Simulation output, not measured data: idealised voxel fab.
process module | voxel quadruple lines
cross-section cut | 200 nm wide | cells 5 nm
A cross-section is a grid of square cells, given in bands from the top down. A band is one or more rows of cells.
Each band's line starts with the height of the band's top and of its bottom, in nm. Then come its materials from left to right, each with its width in nm. One material with "throughout" fills the band from edge to edge. "air" is empty space.
Height 0 is the level under which the wafer as received is all one material. The lowest band goes on downwards, as in "0 down".
A width such as "30 to 40" changes by the same amount from each row of cells to the next, from the band's top row to its bottom row.
"no change" after a step means that no cell of the cross-section changed.
closed voids: empty space of 8 cells or more with no open way to the top, each as width x height at its distance from the left edge, in nm
after a step's settings: what the simulator itself notes on the step
overlay nm, on a step with a mask: how far to the right of its planned place the mask lay; to the left if negative
plan
1 op RECEIVE | material Si
2 op CONFORMAL_DEP | material Al2O3 | thk nm 5
3 op DIRECTIONAL_DEP | material Ru | thk nm 10
4 op DIRECTIONAL_DEP | material polySi | thk nm 20
5 op DIRECTIONAL_DEP | material aC | thk nm 20
6 op PATTERN | tone cover | mask id MANDREL | material resist | width nm 20 | pitch nm 60 | thk nm 30 | overlay nm 0
7 op DIRECTIONAL_ETCH | etch materials aC | depth nm 20
8 op STRIP | etch materials resist
9 op CONFORMAL_DEP | material SiO2 | thk nm 10
10 op DIRECTIONAL_ETCH | etch materials SiO2 | depth nm 10
11 op STRIP | etch materials aC
12 op DIRECTIONAL_ETCH | etch materials polySi | depth nm 20
13 op STRIP | etch materials SiO2
14 op CONFORMAL_DEP | material SiN | thk nm 5
15 op DIRECTIONAL_ETCH | etch materials SiN | depth nm 5
16 op STRIP | etch materials polySi
17 op DIRECTIONAL_ETCH | etch materials Ru | depth nm 10
18 op STRIP | etch materials SiN
19 op FILL_DEP | material SiO2 | thk nm 10
20 op CMP | height nm 15
as received, after step 1
  0 down: Si throughout
  closed voids: none
first wafer at the end, as planned
  15 to 5: SiO2 45 | Ru 5 | SiO2 10 | Ru 5 | SiO2 10 | Ru 5 | SiO2 10 | Ru 5 | SiO2 10 | Ru 5 | SiO2 10 | Ru 5 | SiO2 10 | Ru 5 | SiO2 10 | Ru 5 | SiO2 45
  5 to 0: Al2O3 throughout
  0 down: Si throughout
  closed voids: none
second wafer at the end: like start, like plan, one mistake
  15 to 5: polySi 45 | Ru 5 | polySi 10 | Ru 5 | polySi 10 | Ru 5 | polySi 10 | Ru 5 | polySi 10 | Ru 5 | polySi 10 | Ru 5 | polySi 10 | Ru 5 | polySi 10 | Ru 5 | polySi 45
  5 to 0: Al2O3 throughout
  0 down: Si throughout
  closed voids: none
what went wrong: step 19 ran as: op FILL_DEP | material polySi | thk nm 10
at the end the second wafer has, in cells: 64 fewer of SiO2 | 64 more of polySi
